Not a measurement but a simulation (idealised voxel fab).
Process module name: voxel transistor to metal
We display cut, a cross-section 260 nm in width whose square cells are each 5 nm.
Cross-section, as written here: a square-cell grid given band by band from the top down, where a band holds one or more rows of cells.
Band: top and bottom heights (nm) first, top before bottom; then materials from left to right, widths in nm. "throughout" marks a sole material filling the band edge to edge. "air" denotes empty space.
Counting heights begins at 0, where everything beneath is, in the wafer as received, one material. The lowest band has no bottom; it goes on downwards, as "0 nm and below" shows.
When a width is written as two numbers, as in "30..40", the first number is the width in the top row of cells of the band and the second is the width in its bottom row, and the width changes by the same amount from each row to the next.
"no alteration" after a step means that no cell of the cross-section changed.
If an empty space has no open way to the top and is at least 8 cells in size, "Closed void register" lists it, written width x height at distance, where distance is measured from the left edge and every value is in nm.
Read whatever lies past the settings on a step's line as the simulator's own remark about the step.
"overlay nm" answers the question of how far to the right of plan the mask lay on a step that has a mask, and when it is negative the answer is to the left.

Steps in the process plan
1: RECEIVE | material Si
2: OXIDIZE | depth nm 5
3: CONFORMAL_DEP | material SiN | thk nm 15
4: DIRECTIONAL_DEP | material aC | thk nm 10
5: PATTERN | tone cover | mask id ACTIVE | material resist | width nm 100 | pitch nm 125 | thk nm 30 | overlay nm 0
6: DIRECTIONAL_ETCH | etch materials aC | depth nm 10
7: STRIP | etch materials resist
8: DIRECTIONAL_ETCH | etch materials SiN | depth nm 15
9: DIRECTIONAL_ETCH | etch materials SiO2 | depth nm 5
10: DIRECTIONAL_ETCH | etch materials Si | depth nm 25
11: STRIP | etch materials aC
12: OXIDIZE | depth nm 5
13: FILL_DEP | material SiO2 | thk nm 5
14: CMP | height nm 15
15: SELECTIVE_ETCH | etch materials SiO2 | depth nm 10
16: STRIP | etch materials SiN
17: SELECTIVE_ETCH | etch materials SiO2 | depth nm 5
18: OXIDIZE | depth nm 5
19: DIRECTIONAL_DEP | material polySi | thk nm 20
20: DIRECTIONAL_DEP | material SiCN | thk nm 10
21: DIRECTIONAL_DEP | material aC | thk nm 15
22: PATTERN | tone cover | mask id GATE | material resist | width nm 20 | pitch nm 125 | thk nm 30 | overlay nm 0
23: DIRECTIONAL_ETCH | etch materials aC | depth nm 15
24: STRIP | etch materials resist
25: DIRECTIONAL_ETCH | etch materials SiCN | depth nm 20
26: DIRECTIONAL_ETCH | etch materials polySi | depth nm 30
27: STRIP | etch materials aC
28: CONFORMAL_DEP | material SiO2 | thk nm 5
29: DIRECTIONAL_ETCH | etch materials SiO2 | depth nm 5
30: CONFORMAL_DEP | material SiN | thk nm 5
31: DIRECTIONAL_ETCH | etch materials SiN | depth nm 5
32: DIRECTIONAL_ETCH | etch materials SiO2 | depth nm 5
33: DIRECTIONAL_ETCH | etch materials Si | depth nm 15
34: EPI | material nSi | thk nm 20
35: FILL_DEP | material SiO2 | thk nm 10
36: CMP | height nm 25
37: DIRECTIONAL_DEP | material SiO2 | thk nm 10
38: DIRECTIONAL_DEP | material aC | thk nm 10
39: PATTERN | tone open | mask id CONTACT | material resist | width nm 20 | thk nm 30 | overlay nm 0
40: DIRECTIONAL_ETCH | etch materials aC | depth nm 10
41: STRIP | etch materials resist
42: DIRECTIONAL_ETCH | etch materials SiO2 | depth nm 40
43: STRIP | etch materials aC
44: CONFORMAL_DEP | material TiN | thk nm 5
45: FILL_DEP | material W | thk nm 5
46: CMP | height nm 35
47: DIRECTIONAL_DEP | material TiN | thk nm 5
48: DIRECTIONAL_DEP | material W | thk nm 25
49: MASKED_ETCH | tone cover | mask id METAL_1 | width nm 20 | etch materials W | depth nm 25 | overlay nm 0
50: MASKED_ETCH | tone cover | mask id METAL_1 | width nm 20 | etch materials TiN | depth nm 5 | overlay nm 0
51: FILL_DEP | material SiO2 | thk nm 10
52: CMP | height nm 65
53: CONFORMAL_DEP | material SiCN | thk nm 5

Delivered wafer in cross-section: state after step 1
* 0 nm and below  Si throughout
* Closed void register: none

First of two wafers: cross-section at end of module, run per plan
* 70 nm to 65 nm  SiCN throughout
* 65 nm to 40 nm  SiO2: 20 | W: 20 | SiO2: 50 | W: 20 | SiO2: 35 | W: 20 | SiO2: 50 | W: 20 | SiO2: 25
* 40 nm to 35 nm  SiO2: 20 | TiN: 20 | SiO2: 50 | TiN: 20 | SiO2: 35 | TiN: 20 | SiO2: 50 | TiN: 20 | SiO2: 25
* 35 nm to 25 nm  SiO2: 20 | TiN: 5 | W: 10 | TiN: 5 | SiO2: 50 | TiN: 5 | W: 10 | TiN: 5 | SiO2: 35 | TiN: 5 | W: 10 | TiN: 5 | SiO2: 50 | TiN: 5 | W: 10 | TiN: 5 | SiO2: 25
* 25 nm to 15 nm  SiO2: 20 | TiN: 5 | W: 10 | TiN: 5 | SiO2: 5 | SiN: 5 | SiO2: 5 | SiCN: 20 | SiO2: 5 | SiN: 5 | SiO2: 5 | TiN: 5 | W: 10 | TiN: 5 | SiO2: 35 | TiN: 5 | W: 10 | TiN: 5 | SiO2: 5 | SiN: 5 | SiO2: 5 | SiCN: 20 | SiO2: 5 | SiN: 5 | SiO2: 5 | TiN: 5 | W: 10 | TiN: 5 | SiO2: 25
* 15 nm to 10 nm  SiO2: 20 | TiN: 20 | SiO2: 5 | SiN: 5 | SiO2: 5 | polySi: 20 | SiO2: 5 | SiN: 5 | SiO2: 5 | TiN: 20 | SiO2: 35 | TiN: 20 | SiO2: 5 | SiN: 5 | SiO2: 5 | polySi: 20 | SiO2: 5 | SiN: 5 | SiO2: 5 | TiN: 20 | SiO2: 25
* 10 nm to 0 nm  SiO2: 20 | TiN: 5 | nSi: 20 | SiN: 5 | SiO2: 5 | polySi: 20 | SiO2: 5 | SiN: 5 | nSi: 20 | TiN: 5 | SiO2: 35 | TiN: 5 | nSi: 20 | SiN: 5 | SiO2: 5 | polySi: 20 | SiO2: 5 | SiN: 5 | nSi: 20 | TiN: 5 | SiO2: 25
* 0 nm to -5 nm  SiO2: 15 | SiN: 5 | TiN: 5 | nSi: 20 | SiN: 5 | SiO2: 5 | polySi: 20 | SiO2: 5 | SiN: 5 | nSi: 20 | TiN: 5 | SiN: 5 | SiO2: 25 | SiN: 5 | TiN: 5 | nSi: 20 | SiN: 5 | SiO2: 5 | polySi: 20 | SiO2: 5 | SiN: 5 | nSi: 20 | TiN: 5 | SiN: 5 | SiO2: 20
* -5 nm to -10 nm  SiO2: 20 | nSi: 25 | SiO2: 40 | nSi: 25 | SiO2: 35 | nSi: 25 | SiO2: 40 | nSi: 25 | SiO2: 25
* -10 nm to -25 nm  SiO2: 20 | nSi: 25 | Si: 40 | nSi: 25 | SiO2: 35 | nSi: 25 | Si: 40 | nSi: 25 | SiO2: 25
* -25 nm to -35 nm  SiO2: 20 | Si: 90 | SiO2: 35 | Si: 90 | SiO2: 25
* -35 nm and below  Si throughout
* Closed void register: none

Second wafer cross-section at end of module - shared start and plan with the first, one mistake in the run
* 70 nm to 65 nm  SiCN throughout
* 65 nm to 40 nm  SiO2: 20 | W: 20 | SiO2: 50 | W: 20 | SiO2: 35 | W: 20 | SiO2: 50 | W: 20 | SiO2: 25
* 40 nm to 35 nm  SiO2: 20 | TiN: 20 | SiO2: 50 | TiN: 20 | SiO2: 35 | TiN: 20 | SiO2: 50 | TiN: 20 | SiO2: 25
* 35 nm to 30 nm  TiN: 25 | W: 10 | TiN: 60 | W: 10 | TiN: 45 | W: 10 | TiN: 60 | W: 10 | TiN: 30
* 30 nm to 25 nm  SiO2: 20 | TiN: 5 | W: 10 | TiN: 5 | SiO2: 50 | TiN: 5 | W: 10 | TiN: 5 | SiO2: 35 | TiN: 5 | W: 10 | TiN: 5 | SiO2: 50 | TiN: 5 | W: 10 | TiN: 5 | SiO2: 25
* 25 nm to 15 nm  SiO2: 20 | TiN: 5 | W: 10 | TiN: 5 | SiO2: 5 | SiN: 5 | SiO2: 5 | SiCN: 20 | SiO2: 5 | SiN: 5 | SiO2: 5 | TiN: 5 | W: 10 | TiN: 5 | SiO2: 35 | TiN: 5 | W: 10 | TiN: 5 | SiO2: 5 | SiN: 5 | SiO2: 5 | SiCN: 20 | SiO2: 5 | SiN: 5 | SiO2: 5 | TiN: 5 | W: 10 | TiN: 5 | SiO2: 25
* 15 nm to 10 nm  SiO2: 20 | TiN: 20 | SiO2: 5 | SiN: 5 | SiO2: 5 | polySi: 20 | SiO2: 5 | SiN: 5 | SiO2: 5 | TiN: 20 | SiO2: 35 | TiN: 20 | SiO2: 5 | SiN: 5 | SiO2: 5 | polySi: 20 | SiO2: 5 | SiN: 5 | SiO2: 5 | TiN: 20 | SiO2: 25
* 10 nm to 0 nm  SiO2: 20 | TiN: 5 | nSi: 20 | SiN: 5 | SiO2: 5 | polySi: 20 | SiO2: 5 | SiN: 5 | nSi: 20 | TiN: 5 | SiO2: 35 | TiN: 5 | nSi: 20 | SiN: 5 | SiO2: 5 | polySi: 20 | SiO2: 5 | SiN: 5 | nSi: 20 | TiN: 5 | SiO2: 25
* 0 nm to -5 nm  SiO2: 15 | SiN: 5 | TiN: 5 | nSi: 20 | SiN: 5 | SiO2: 5 | polySi: 20 | SiO2: 5 | SiN: 5 | nSi: 20 | TiN: 5 | SiN: 5 | SiO2: 25 | SiN: 5 | TiN: 5 | nSi: 20 | SiN: 5 | SiO2: 5 | polySi: 20 | SiO2: 5 | SiN: 5 | nSi: 20 | TiN: 5 | SiN: 5 | SiO2: 20
* -5 nm to -10 nm  SiO2: 20 | nSi: 25 | SiO2: 40 | nSi: 25 | SiO2: 35 | nSi: 25 | SiO2: 40 | nSi: 25 | SiO2: 25
* -10 nm to -25 nm  SiO2: 20 | nSi: 25 | Si: 40 | nSi: 25 | SiO2: 35 | nSi: 25 | Si: 40 | nSi: 25 | SiO2: 25
* -25 nm to -35 nm  SiO2: 20 | Si: 90 | SiO2: 35 | Si: 90 | SiO2: 25
* -35 nm and below  Si throughout
* Closed void register: none
The mistake made against the process plan was this: note that step 37 departed from the planned setting and was carried out as DIRECTIONAL_DEP | material SiO2 | thk nm 5
Final cells, second wafer relative to first, materials higher or lower: -36 SiO2; +36 TiN
